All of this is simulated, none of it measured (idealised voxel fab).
The name of this process module is voxel capacitor over wiring.
300 nm wide, 5 nm square cells: that's cross-section cut.
This document writes a cross-section as a grid whose cells are square, and gives it as bands, listed from the top down; one or more rows of cells form a band.
Heads up on the band format: heights come first, top then bottom, in nm. After that it's the materials left to right, each with its width in nm. A single material flagged "full width" fills the whole band edge to edge, and "blank" means there's empty space there.
A quick word on heights: they are counted from 0, and under that level the wafer as it came to us is one material throughout. The lowest band is different from the rest in having no bottom; it simply continues downward, written as in "0..down".
The expression "30->40" gives the width at the extremes of the band, the first number at its top row of cells and the second at its bottom row, with the width changing by equal amounts from each row to the next in between.
Any step labelled "remained the same" changed none of the cells in the cross-section.
The entry "Enclosed cavities" lists the empty spaces that cover at least 8 cells and have no open path to the top. Each is written as width x height at distance, where the distance is measured from the left edge and all three values are in nm.
Read whatever lies past the settings on a step's line as the simulator's own remark about the step.
The setting "overlay nm" may be written on the line of a step. When the step uses a mask, the value reports how far to the right of the planned place the mask lay, and a negative value reports that it lay to the left.
Process steps (planned):
1: RECEIVE (material Si)
2: CONFORMAL_DEP (material SiO2; thk nm 15)
3: DIRECTIONAL_DEP (material TiN; thk nm 5)
4: DIRECTIONAL_DEP (material W; thk nm 25)
5: PATTERN (tone cover; mask id METAL_1; material resist; width nm 20; pitch nm 85; thk nm 20; overlay nm 0)
6: DIRECTIONAL_ETCH (etch materials W; depth nm 25)
7: DIRECTIONAL_ETCH (etch materials TiN; depth nm 5)
8: STRIP (etch materials resist)
9: CONFORMAL_DEP (material SiN; thk nm 5)
10: FILL_DEP (material lowk; thk nm 10)
11: CMP (height nm 45)
12: CONFORMAL_DEP (material SiCN; thk nm 5)
13: DIRECTIONAL_DEP (material lowk; thk nm 15)
14: DIRECTIONAL_DEP (material aC; thk nm 10)
15: PATTERN (tone open; mask id PLUG_1; material resist; width nm 15; thk nm 30; overlay nm 0)
16: DIRECTIONAL_ETCH (etch materials aC; depth nm 10)
17: STRIP (etch materials resist)
18: DIRECTIONAL_ETCH (etch materials lowk; depth nm 15)
19: DIRECTIONAL_ETCH (etch materials SiCN; depth nm 5)
20: STRIP (etch materials aC)
21: EPI (material Ru; thk nm 10)
22: EPI (material Ru; thk nm 10)
23: DIRECTIONAL_DEP (material TiN; thk nm 5)
24: DIRECTIONAL_DEP (material Al2O3; thk nm 5)
25: DIRECTIONAL_DEP (material TiN; thk nm 10)
26: MASKED_ETCH (tone cover; mask id UPPER_PLATE; width nm 70; etch materials TiN; depth nm 10; overlay nm 0)
27: MASKED_ETCH (tone cover; mask id UPPER_PLATE; width nm 70; etch materials Al2O3; depth nm 5; overlay nm 0)
28: DIRECTIONAL_DEP (material aC; thk nm 15)
29: PATTERN (tone cover; mask id LOWER_PLATE; material resist; width nm 80; thk nm 30; overlay nm 0)
30: DIRECTIONAL_ETCH (etch materials aC; depth nm 15)
31: STRIP (etch materials resist)
32: DIRECTIONAL_ETCH (etch materials TiN; depth nm 5)
33: STRIP (etch materials aC)
34: FILL_DEP (material SiO2; thk nm 20)
35: CMP (height nm 100)
36: MASKED_ETCH (tone open; mask id PLUG_2; width nm 15; etch materials SiO2; depth nm 15; overlay nm 0)
37: CONFORMAL_DEP (material TiN; thk nm 5)
38: FILL_DEP (material Ru; thk nm 10)
39: CMP (height nm 100)
40: CONFORMAL_DEP (material SiN; thk nm 5)
First wafer out of two, processed as planned:
Step 1 complete: cross-section of the wafer as received:
> 0..down: Si full width
> Enclosed cavities: none
After step 2: wafer cross-section:
> 15..0: SiO2 full width
> Below 0, the layers are the same as they were.
After step 3: wafer cross-section:
> 20..15: TiN full width
> Below 15, the layers are the same as they were.
After step 4: wafer cross-section:
> 45..20: W full width
> Below 20, the layers are the same as they were.
After step 5: wafer cross-section:
> 65..45: blank 95 nm, then resist 20 nm, then blank 65 nm, then resist 20 nm, then blank 100 nm
> Below 45, the layers are the same as they were.
After step 6: wafer cross-section:
> 65..45: blank 95 nm, then resist 20 nm, then blank 65 nm, then resist 20 nm, then blank 100 nm
> 45..20: blank 95 nm, then W 20 nm, then blank 65 nm, then W 20 nm, then blank 100 nm
> Below 20, the layers are the same as they were.
After step 7: wafer cross-section:
> 65..45: blank 95 nm, then resist 20 nm, then blank 65 nm, then resist 20 nm, then blank 100 nm
> 45..20: blank 95 nm, then W 20 nm, then blank 65 nm, then W 20 nm, then blank 100 nm
> 20..15: blank 95 nm, then TiN 20 nm, then blank 65 nm, then TiN 20 nm, then blank 100 nm
> Below 15, the layers are the same as they were.
After step 8: wafer cross-section:
> 45..20: blank 95 nm, then W 20 nm, then blank 65 nm, then W 20 nm, then blank 100 nm
> Below 20, the layers are the same as they were.
After step 9: wafer cross-section:
> 50..45: blank 90 nm, then SiN 30 nm, then blank 55 nm, then SiN 30 nm, then blank 95 nm
> 45..20: blank 90 nm, then SiN 5 nm, then W 20 nm, then SiN 5 nm, then blank 55 nm, then SiN 5 nm, then W 20 nm, then SiN 5 nm, then blank 95 nm
> 20..15: SiN 95 nm, then TiN 20 nm, then SiN 65 nm, then TiN 20 nm, then SiN 100 nm
> Below 15, the layers are the same as they were.
After step 10: wafer cross-section:
> 60..50: lowk full width
> 50..45: lowk 90 nm, then SiN 30 nm, then lowk 55 nm, then SiN 30 nm, then lowk 95 nm
> 45..20: lowk 90 nm, then SiN 5 nm, then W 20 nm, then SiN 5 nm, then lowk 55 nm, then SiN 5 nm, then W 20 nm, then SiN 5 nm, then lowk 95 nm
> Below 20, the layers are the same as they were.
After step 11: wafer cross-section:
> 45..20: lowk 90 nm, then SiN 5 nm, then W 20 nm, then SiN 5 nm, then lowk 55 nm, then SiN 5 nm, then W 20 nm, then SiN 5 nm, then lowk 95 nm
> Below 20, the layers are the same as they were.
After step 12: wafer cross-section:
> 50..45: SiCN full width
> Below 45, the layers are the same as they were.
After step 13: wafer cross-section:
> 65..50: lowk full width
> Below 50, the layers are the same as they were.
After step 14: wafer cross-section:
> 75..65: aC full width
> Below 65, the layers are the same as they were.
After step 15: wafer cross-section:
> 105..75: resist 100 nm, then blank 15 nm, then resist 185 nm
> Below 75, the layers are the same as they were.
After step 16: wafer cross-section:
> 95..75: resist 100 nm, then blank 15 nm, then resist 185 nm
> 75..65: aC 100 nm, then blank 15 nm, then aC 185 nm
> Below 65, the layers are the same as they were.
After step 17: wafer cross-section:
> 75..65: aC 100 nm, then blank 15 nm, then aC 185 nm
> Below 65, the layers are the same as they were.
After step 18: wafer cross-section:
> 75..65: aC 100 nm, then blank 15 nm, then aC 185 nm
> 65..50: lowk 100 nm, then blank 15 nm, then lowk 185 nm
> Below 50, the layers are the same as they were.
After step 19: wafer cross-section:
> 75..65: aC 100 nm, then blank 15 nm, then aC 185 nm
> 65..50: lowk 100 nm, then blank 15 nm, then lowk 185 nm
> 50..45: SiCN 100 nm, then blank 15 nm, then SiCN 185 nm
> Below 45, the layers are the same as they were.
After step 20: wafer cross-section:
> 65..50: lowk 100 nm, then blank 15 nm, then lowk 185 nm
> Below 50, the layers are the same as they were.
After step 21: wafer cross-section:
> 65..55: lowk 100 nm, then blank 15 nm, then lowk 185 nm
> 55..50: lowk 100 nm, then Ru 15 nm, then lowk 185 nm
> 50..45: SiCN 100 nm, then Ru 15 nm, then SiCN 185 nm
> Below 45, the layers are the same as they were.
After step 22: wafer cross-section:
> 65..50: lowk 100 nm, then Ru 15 nm, then lowk 185 nm
> Below 50, the layers are the same as they were.
After step 23: wafer cross-section:
> 70..65: TiN full width
> Below 65, the layers are the same as they were.
After step 24: wafer cross-section:
> 75..70: Al2O3 full width
> Below 70, the layers are the same as they were.
After step 25: wafer cross-section:
> 85..75: TiN full width
> Below 75, the layers are the same as they were.
After step 26: wafer cross-section:
> 85..75: blank 100 nm, then TiN 70 nm, then blank 130 nm
> Below 75, the layers are the same as they were.
After step 27: wafer cross-section:
> 85..75: blank 100 nm, then TiN 70 nm, then blank 130 nm
> 75..70: blank 100 nm, then Al2O3 70 nm, then blank 130 nm
> Below 70, the layers are the same as they were.
After step 28: wafer cross-section:
> 100..85: blank 100 nm, then aC 70 nm, then blank 130 nm
> 85..75: aC 100 nm, then TiN 70 nm, then aC 130 nm
> 75..70: aC 100 nm, then Al2O3 70 nm, then aC 130 nm
> Below 70, the layers are the same as they were.
After step 29: wafer cross-section:
> 130..100: blank 95 nm, then resist 80 nm, then blank 125 nm
> 100..85: blank 95 nm, then resist 5 nm, then aC 70 nm, then resist 5 nm, then blank 125 nm
> Below 85, the layers are the same as they were.
After step 30: wafer cross-section:
> 115..100: blank 95 nm, then resist 80 nm, then blank 125 nm
> 100..85: blank 95 nm, then resist 5 nm, then aC 70 nm, then resist 5 nm, then blank 125 nm
> 85..75: blank 95 nm, then aC 5 nm, then TiN 70 nm, then aC 5 nm, then blank 125 nm
> 75..70: blank 95 nm, then aC 5 nm, then Al2O3 70 nm, then aC 5 nm, then blank 125 nm
> Below 70, the layers are the same as they were.
After step 31: wafer cross-section:
> 100..85: blank 100 nm, then aC 70 nm, then blank 130 nm
> Below 85, the layers are the same as they were.
After step 32: wafer cross-section:
> 100..85: blank 100 nm, then aC 70 nm, then blank 130 nm
> 85..75: blank 95 nm, then aC 5 nm, then TiN 70 nm, then aC 5 nm, then blank 125 nm
> 75..70: blank 95 nm, then aC 5 nm, then Al2O3 70 nm, then aC 5 nm, then blank 125 nm
> 70..65: blank 95 nm, then TiN 80 nm, then blank 125 nm
> Below 65, the layers are the same as they were.
After step 33: wafer cross-section:
> 85..75: blank 100 nm, then TiN 70 nm, then blank 130 nm
> 75..70: blank 100 nm, then Al2O3 70 nm, then blank 130 nm
> Below 70, the layers are the same as they were.
After step 34: wafer cross-section:
> 105..85: SiO2 full width
> 85..75: SiO2 100 nm, then TiN 70 nm, then SiO2 130 nm
> 75..70: SiO2 100 nm, then Al2O3 70 nm, then SiO2 130 nm
> 70..65: SiO2 95 nm, then TiN 80 nm, then SiO2 125 nm
> Below 65, the layers are the same as they were.
After step 35: wafer cross-section:
> 100..85: SiO2 full width
> Below 85, the layers are the same as they were.
After step 36: wafer cross-section:
> 100..85: SiO2 110 nm, then blank 15 nm, then SiO2 175 nm
> Below 85, the layers are the same as they were.
After step 37: wafer cross-section:
> 105..100: TiN 115 nm, then blank 5 nm, then TiN 180 nm
> 100..90: SiO2 110 nm, then TiN 5 nm, then blank 5 nm, then TiN 5 nm, then SiO2 175 nm
> 90..85: SiO2 110 nm, then TiN 15 nm, then SiO2 175 nm
> Below 85, the layers are the same as they were.
After step 38: wafer cross-section:
> 115..105: Ru full width
> 105..100: TiN 115 nm, then Ru 5 nm, then TiN 180 nm
> 100..90: SiO2 110 nm, then TiN 5 nm, then Ru 5 nm, then TiN 5 nm, then SiO2 175 nm
> Below 90, the layers are the same as they were.
After step 39: wafer cross-section:
> 100..90: SiO2 110 nm, then TiN 5 nm, then Ru 5 nm, then TiN 5 nm, then SiO2 175 nm
> Below 90, the layers are the same as they were.
After step 40: wafer cross-section:
> 105..100: SiN full width
> Below 100, the layers are the same as they were.
Here the second wafer is described. Its start and its plan were those of the first wafer. Its run contained one mistake. Up to and including step 4, it did exactly what the first wafer did:
Cross-section of the second wafer at the time by which step 5 should have been completed according to the plan:
> 65..45: blank 105 nm, then resist 20 nm, then blank 65 nm, then resist 20 nm, then blank 90 nm
> Below 45, the layers are the same as they were.
Cross-section of the second wafer at the time by which step 6 should have been completed according to the plan:
> 65..45: blank 105 nm, then resist 20 nm, then blank 65 nm, then resist 20 nm, then blank 90 nm
> 45..20: blank 105 nm, then W 20 nm, then blank 65 nm, then W 20 nm, then blank 90 nm
> Below 20, the layers are the same as they were.
Cross-section of the second wafer at the time by which step 7 should have been completed according to the plan:
> 65..45: blank 105 nm, then resist 20 nm, then blank 65 nm, then resist 20 nm, then blank 90 nm
> 45..20: blank 105 nm, then W 20 nm, then blank 65 nm, then W 20 nm, then blank 90 nm
> 20..15: blank 105 nm, then TiN 20 nm, then blank 65 nm, then TiN 20 nm, then blank 90 nm
> Below 15, the layers are the same as they were.
Cross-section of the second wafer at the time by which step 8 should have been completed according to the plan:
> 45..20: blank 105 nm, then W 20 nm, then blank 65 nm, then W 20 nm, then blank 90 nm
> Below 20, the layers are the same as they were.
Cross-section of the second wafer at the time by which step 9 should have been completed according to the plan:
> 50..45: blank 100 nm, then SiN 30 nm, then blank 55 nm, then SiN 30 nm, then blank 85 nm
> 45..20: blank 100 nm, then SiN 5 nm, then W 20 nm, then SiN 5 nm, then blank 55 nm, then SiN 5 nm, then W 20 nm, then SiN 5 nm, then blank 85 nm
> 20..15: SiN 105 nm, then TiN 20 nm, then SiN 65 nm, then TiN 20 nm, then SiN 90 nm
> Below 15, the layers are the same as they were.
Cross-section of the second wafer at the time by which step 10 should have been completed according to the plan:
> 60..50: lowk full width
> 50..45: lowk 100 nm, then SiN 30 nm, then lowk 55 nm, then SiN 30 nm, then lowk 85 nm
> 45..20: lowk 100 nm, then SiN 5 nm, then W 20 nm, then SiN 5 nm, then lowk 55 nm, then SiN 5 nm, then W 20 nm, then SiN 5 nm, then lowk 85 nm
> Below 20, the layers are the same as they were.
Cross-section of the second wafer at the time by which step 11 should have been completed according to the plan:
> 45..20: lowk 100 nm, then SiN 5 nm, then W 20 nm, then SiN 5 nm, then lowk 55 nm, then SiN 5 nm, then W 20 nm, then SiN 5 nm, then lowk 85 nm
> Below 20, the layers are the same as they were.
Cross-section of the second wafer at the time by which step 12 should have been completed according to the plan:
> 50..45: SiCN full width
> Below 45, the layers are the same as they were.
Cross-section of the second wafer at the time by which step 13 should have been completed according to the plan:
> 65..50: lowk full width
> Below 50, the layers are the same as they were.
Cross-section of the second wafer at the time by which step 14 should have been completed according to the plan:
> 75..65: aC full width
> Below 65, the layers are the same as they were.
Cross-section of the second wafer at the time by which step 15 should have been completed according to the plan:
> 105..75: resist 100 nm, then blank 15 nm, then resist 185 nm
> Below 75, the layers are the same as they were.
Cross-section of the second wafer at the time by which step 16 should have been completed according to the plan:
> 95..75: resist 100 nm, then blank 15 nm, then resist 185 nm
> 75..65: aC 100 nm, then blank 15 nm, then aC 185 nm
> Below 65, the layers are the same as they were.
Cross-section of the second wafer at the time by which step 17 should have been completed according to the plan:
> 75..65: aC 100 nm, then blank 15 nm, then aC 185 nm
> Below 65, the layers are the same as they were.
Cross-section of the second wafer at the time by which step 18 should have been completed according to the plan:
> 75..65: aC 100 nm, then blank 15 nm, then aC 185 nm
> 65..50: lowk 100 nm, then blank 15 nm, then lowk 185 nm
> Below 50, the layers are the same as they were.
Cross-section of the second wafer at the time by which step 19 should have been completed according to the plan:
> 75..65: aC 100 nm, then blank 15 nm, then aC 185 nm
> 65..50: lowk 100 nm, then blank 15 nm, then lowk 185 nm
> 50..45: SiCN 100 nm, then blank 15 nm, then SiCN 185 nm
> Below 45, the layers are the same as they were.
Cross-section of the second wafer at the time by which step 20 should have been completed according to the plan:
> 65..50: lowk 100 nm, then blank 15 nm, then lowk 185 nm
> Below 50, the layers are the same as they were.
Cross-section of the second wafer at the time by which step 21 should have been completed according to the plan:
> 65..55: lowk 100 nm, then blank 15 nm, then lowk 185 nm
> 55..50: lowk 100 nm, then Ru 15 nm, then lowk 185 nm
> 50..45: SiCN 100 nm, then Ru 15 nm, then SiCN 185 nm
> Below 45, the layers are the same as they were.
Cross-section of the second wafer at the time by which step 22 should have been completed according to the plan:
> 65..50: lowk 100 nm, then Ru 15 nm, then lowk 185 nm
> Below 50, the layers are the same as they were.
Cross-section of the second wafer at the time by which step 23 should have been completed according to the plan:
> 70..65: TiN full width
> Below 65, the layers are the same as they were.
Cross-section of the second wafer at the time by which step 24 should have been completed according to the plan:
> 75..70: Al2O3 full width
> Below 70, the layers are the same as they were.
Cross-section of the second wafer at the time by which step 25 should have been completed according to the plan:
> 85..75: TiN full width
> Below 75, the layers are the same as they were.
Cross-section of the second wafer at the time by which step 26 should have been completed according to the plan:
> 85..75: blank 100 nm, then TiN 70 nm, then blank 130 nm
> Below 75, the layers are the same as they were.
Cross-section of the second wafer at the time by which step 27 should have been completed according to the plan:
> 85..75: blank 100 nm, then TiN 70 nm, then blank 130 nm
> 75..70: blank 100 nm, then Al2O3 70 nm, then blank 130 nm
> Below 70, the layers are the same as they were.
Cross-section of the second wafer at the time by which step 28 should have been completed according to the plan:
> 100..85: blank 100 nm, then aC 70 nm, then blank 130 nm
> 85..75: aC 100 nm, then TiN 70 nm, then aC 130 nm
> 75..70: aC 100 nm, then Al2O3 70 nm, then aC 130 nm
> Below 70, the layers are the same as they were.
Cross-section of the second wafer at the time by which step 29 should have been completed according to the plan:
> 130..100: blank 95 nm, then resist 80 nm, then blank 125 nm
> 100..85: blank 95 nm, then resist 5 nm, then aC 70 nm, then resist 5 nm, then blank 125 nm
> Below 85, the layers are the same as they were.
Cross-section of the second wafer at the time by which step 30 should have been completed according to the plan:
> 115..100: blank 95 nm, then resist 80 nm, then blank 125 nm
> 100..85: blank 95 nm, then resist 5 nm, then aC 70 nm, then resist 5 nm, then blank 125 nm
> 85..75: blank 95 nm, then aC 5 nm, then TiN 70 nm, then aC 5 nm, then blank 125 nm
> 75..70: blank 95 nm, then aC 5 nm, then Al2O3 70 nm, then aC 5 nm, then blank 125 nm
> Below 70, the layers are the same as they were.
Cross-section of the second wafer at the time by which step 31 should have been completed according to the plan:
> 100..85: blank 100 nm, then aC 70 nm, then blank 130 nm
> Below 85, the layers are the same as they were.
Cross-section of the second wafer at the time by which step 32 should have been completed according to the plan:
> 100..85: blank 100 nm, then aC 70 nm, then blank 130 nm
> 85..75: blank 95 nm, then aC 5 nm, then TiN 70 nm, then aC 5 nm, then blank 125 nm
> 75..70: blank 95 nm, then aC 5 nm, then Al2O3 70 nm, then aC 5 nm, then blank 125 nm
> 70..65: blank 95 nm, then TiN 80 nm, then blank 125 nm
> Below 65, the layers are the same as they were.
Cross-section of the second wafer at the time by which step 33 should have been completed according to the plan:
> 85..75: blank 100 nm, then TiN 70 nm, then blank 130 nm
> 75..70: blank 100 nm, then Al2O3 70 nm, then blank 130 nm
> Below 70, the layers are the same as they were.
Cross-section of the second wafer at the time by which step 34 should have been completed according to the plan:
> 105..85: SiO2 full width
> 85..75: SiO2 100 nm, then TiN 70 nm, then SiO2 130 nm
> 75..70: SiO2 100 nm, then Al2O3 70 nm, then SiO2 130 nm
> 70..65: SiO2 95 nm, then TiN 80 nm, then SiO2 125 nm
> Below 65, the layers are the same as they were.
Cross-section of the second wafer at the time by which step 35 should have been completed according to the plan:
> 100..85: SiO2 full width
> Below 85, the layers are the same as they were.
Cross-section of the second wafer at the time by which step 36 should have been completed according to the plan:
> 100..85: SiO2 110 nm, then blank 15 nm, then SiO2 175 nm
> Below 85, the layers are the same as they were.
Cross-section of the second wafer at the time by which step 37 should have been completed according to the plan:
> 105..100: TiN 115 nm, then blank 5 nm, then TiN 180 nm
> 100..90: SiO2 110 nm, then TiN 5 nm, then blank 5 nm, then TiN 5 nm, then SiO2 175 nm
> 90..85: SiO2 110 nm, then TiN 15 nm, then SiO2 175 nm
> Below 85, the layers are the same as they were.
Cross-section of the second wafer at the time by which step 38 should have been completed according to the plan:
> 115..105: Ru full width
> 105..100: TiN 115 nm, then Ru 5 nm, then TiN 180 nm
> 100..90: SiO2 110 nm, then TiN 5 nm, then Ru 5 nm, then TiN 5 nm, then SiO2 175 nm
> Below 90, the layers are the same as they were.
Cross-section of the second wafer at the time by which step 39 should have been completed according to the plan:
> 100..90: SiO2 110 nm, then TiN 5 nm, then Ru 5 nm, then TiN 5 nm, then SiO2 175 nm
> Below 90, the layers are the same as they were.
Cross-section of the second wafer at the time by which step 40 should have been completed according to the plan:
> 105..100: SiN full width
> Below 100, the layers are the same as they were.
Plan not followed: in deviation from the planned setting, step 5 was conducted as PATTERN (tone cover; mask id METAL_1; material resist; width nm 20; pitch nm 85; thk nm 20; overlay nm 10)
In the final comparison it is observed that the number of cells assigned to each material is identical for the two wafers, whereas their placement is not.
